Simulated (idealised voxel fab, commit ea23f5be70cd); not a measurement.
A process module follows: voxel transistor to metal.
Square cell edge 5 nm, section width 185 nm, ID cut.
Think of the cross-section as a grid of square cells. We describe it in bands, top to bottom, and each band covers one or more rows of those cells.
Quick guide to a band line: top height, bottom height (nm) up front; then every material left to right with its width in nm. Only one material and it's marked "everywhere"? Then it fills the band edge to edge. And "blank" just means empty space.
Beneath 0, the wafer as received is one material, and that level is where height counting begins. The lowest band goes on downward without a bottom; it is written like "0 down".
A two-number width, for instance "30..40", indicates that the width is equal to the first number in the top row of the band and to the second number in the bottom row, and that it changes by a constant amount per row of cells.
Take "no modifications" at face value: in the step it is given for, the cross-section changed in none of its cells.
Look at "Unvented cavities" for the closed voids: empty spaces with no open path to the top, sized 8 cells or up. Each is width x height at distance, distance from the left edge, all nm.
What comes after the settings on a step's line is commentary from the simulator itself on that step.
overlay nm: on a step with a mask, how far right of its planned place the mask lay; negative means left.
### Planned process steps
1. RECEIVE,material Si
2. CONFORMAL_DEP,material SiO2,thk nm 5
3. CONFORMAL_DEP,material SiN,thk nm 10
4. PATTERN,tone cover,mask id ACTIVE,material resist,width nm 95,thk nm 20,overlay nm 0
5. DIRECTIONAL_ETCH,etch materials SiN,depth nm 10
6. DIRECTIONAL_ETCH,etch materials SiO2,depth nm 5
7. DIRECTIONAL_ETCH,etch materials Si,depth nm 35
8. STRIP,etch materials resist
9. FILL_DEP,material SiO2,thk nm 5
10. CMP,height nm 15
11. SELECTIVE_ETCH,etch materials SiO2,depth nm 10
12. STRIP,etch materials SiN
13. SELECTIVE_ETCH,etch materials SiO2,depth nm 5
14. OXIDIZE,depth nm 5
15. DIRECTIONAL_DEP,material polySi,thk nm 25
16. DIRECTIONAL_DEP,material SiCN,thk nm 10
17. DIRECTIONAL_DEP,material aC,thk nm 10
18. PATTERN,tone cover,mask id GATE,material resist,width nm 25,thk nm 30,overlay nm 0
19. DIRECTIONAL_ETCH,etch materials aC,depth nm 10
20. STRIP,etch materials resist
21. DIRECTIONAL_ETCH,etch materials SiCN,depth nm 20
22. DIRECTIONAL_ETCH,etch materials polySi,depth nm 35
23. STRIP,etch materials aC
24. CONFORMAL_DEP,material SiN,thk nm 5
25. DIRECTIONAL_ETCH,etch materials SiN,depth nm 5
26. DIRECTIONAL_ETCH,etch materials SiO2,depth nm 5
27. DIRECTIONAL_ETCH,etch materials Si,depth nm 10
28. EPI,material pSi,thk nm 10
29. FILL_DEP,material SiO2,thk nm 10
30. CMP,height nm 25
31. STRIP,etch materials polySi
32. SELECTIVE_ETCH,etch materials SiO2,depth nm 5
33. CONFORMAL_DEP,material HfO2,thk nm 5
34. CONFORMAL_DEP,material TiN,thk nm 5
35. FILL_DEP,material W,thk nm 5
36. CMP,height nm 20
37. DIRECTIONAL_DEP,material SiO2,thk nm 10
38. PATTERN,tone open,mask id CONTACT,material resist,width nm 15,pitch nm 70,thk nm 15,overlay nm 0
39. DIRECTIONAL_ETCH,etch materials SiO2,depth nm 35
40. STRIP,etch materials resist
41. CONFORMAL_DEP,material TiN,thk nm 5
42. FILL_DEP,material Ru,thk nm 5
43. CMP,height nm 30
44. CONFORMAL_DEP,material SiN,thk nm 5
45. DIRECTIONAL_DEP,material SiO2,thk nm 15
46. PATTERN,tone open,mask id METAL_1,material resist,width nm 15,pitch nm 70,thk nm 20,overlay nm 0
47. DIRECTIONAL_ETCH,etch materials SiO2,depth nm 15
48. DIRECTIONAL_ETCH,etch materials SiN,depth nm 5
49. STRIP,etch materials resist
50. CONFORMAL_DEP,material TiN,thk nm 5
51. FILL_DEP,material Cu,thk nm 5
52. CMP,height nm 50
53. EPI,material Ru,thk nm 5
54. FILL_DEP,material SiCN,thk nm 5
55. DIRECTIONAL_DEP,material lowk,thk nm 30
56. MASKED_ETCH,tone open,mask id METAL_2,width nm 15,pitch nm 70,etch materials lowk,depth nm 20,overlay nm 0
57. MASKED_ETCH,tone open,mask id METAL_2_HOLES,width nm 15,pitch nm 70,etch materials lowk,depth nm 10,overlay nm 0
58. MASKED_ETCH,tone open,mask id METAL_2_HOLES,width nm 15,pitch nm 70,etch materials SiCN,depth nm 5,overlay nm 0
59. CONFORMAL_DEP,material TiN,thk nm 5
60. FILL_DEP,material Cu,thk nm 5
61. CMP,height nm 90
62. CONFORMAL_DEP,material SiN,thk nm 5
### Incoming wafer in cross-section (state: after step 1)
0 down: Si everywhere
Unvented cavities: none
### Wafer cross-section at end of module: start and plan as shown above, one execution error
95 to 90: SiN everywhere
90 to 60: lowk 50 nm / TiN 5 nm / Cu 5 nm / TiN 5 nm / lowk 55 nm / TiN 5 nm / Cu 5 nm / TiN 5 nm / lowk 50 nm
60 to 55: SiCN 50 nm / TiN 15 nm / SiCN 55 nm / TiN 15 nm / SiCN 50 nm
55 to 50: SiCN 45 nm / Ru 25 nm / SiCN 45 nm / Ru 25 nm / SiCN 45 nm
50 to 35: SiO2 50 nm / TiN 5 nm / Cu 5 nm / TiN 5 nm / SiO2 55 nm / TiN 5 nm / Cu 5 nm / TiN 5 nm / SiO2 50 nm
35 to 30: SiN 50 nm / TiN 15 nm / SiN 55 nm / TiN 15 nm / SiN 50 nm
30 to 20: SiO2 50 nm / TiN 5 nm / Ru 5 nm / TiN 5 nm / SiO2 55 nm / TiN 5 nm / Ru 5 nm / TiN 5 nm / SiO2 50 nm
20 to 5: SiO2 50 nm / TiN 5 nm / Ru 5 nm / TiN 5 nm / SiO2 10 nm / SiN 5 nm / HfO2 5 nm / TiN 5 nm / W 5 nm / TiN 5 nm / HfO2 5 nm / SiN 5 nm / SiO2 10 nm / TiN 5 nm / Ru 5 nm / TiN 5 nm / SiO2 50 nm
5 to 0: SiO2 50 nm / TiN 5 nm / Ru 5 nm / TiN 5 nm / pSi 10 nm / SiN 5 nm / HfO2 5 nm / TiN 15 nm / HfO2 5 nm / SiN 5 nm / pSi 10 nm / TiN 5 nm / Ru 5 nm / TiN 5 nm / SiO2 50 nm
0 to -5: SiO2 50 nm / TiN 15 nm / pSi 10 nm / HfO2 35 nm / pSi 10 nm / TiN 15 nm / SiO2 50 nm
-5 to -15: SiO2 45 nm / pSi 30 nm / Si 35 nm / pSi 30 nm / SiO2 45 nm
-15 to -70: SiO2 45 nm / Si 95 nm / SiO2 45 nm
-70 down: Si everywhere
Unvented cavities: none
Processing error: plan step 7 was conducted twice
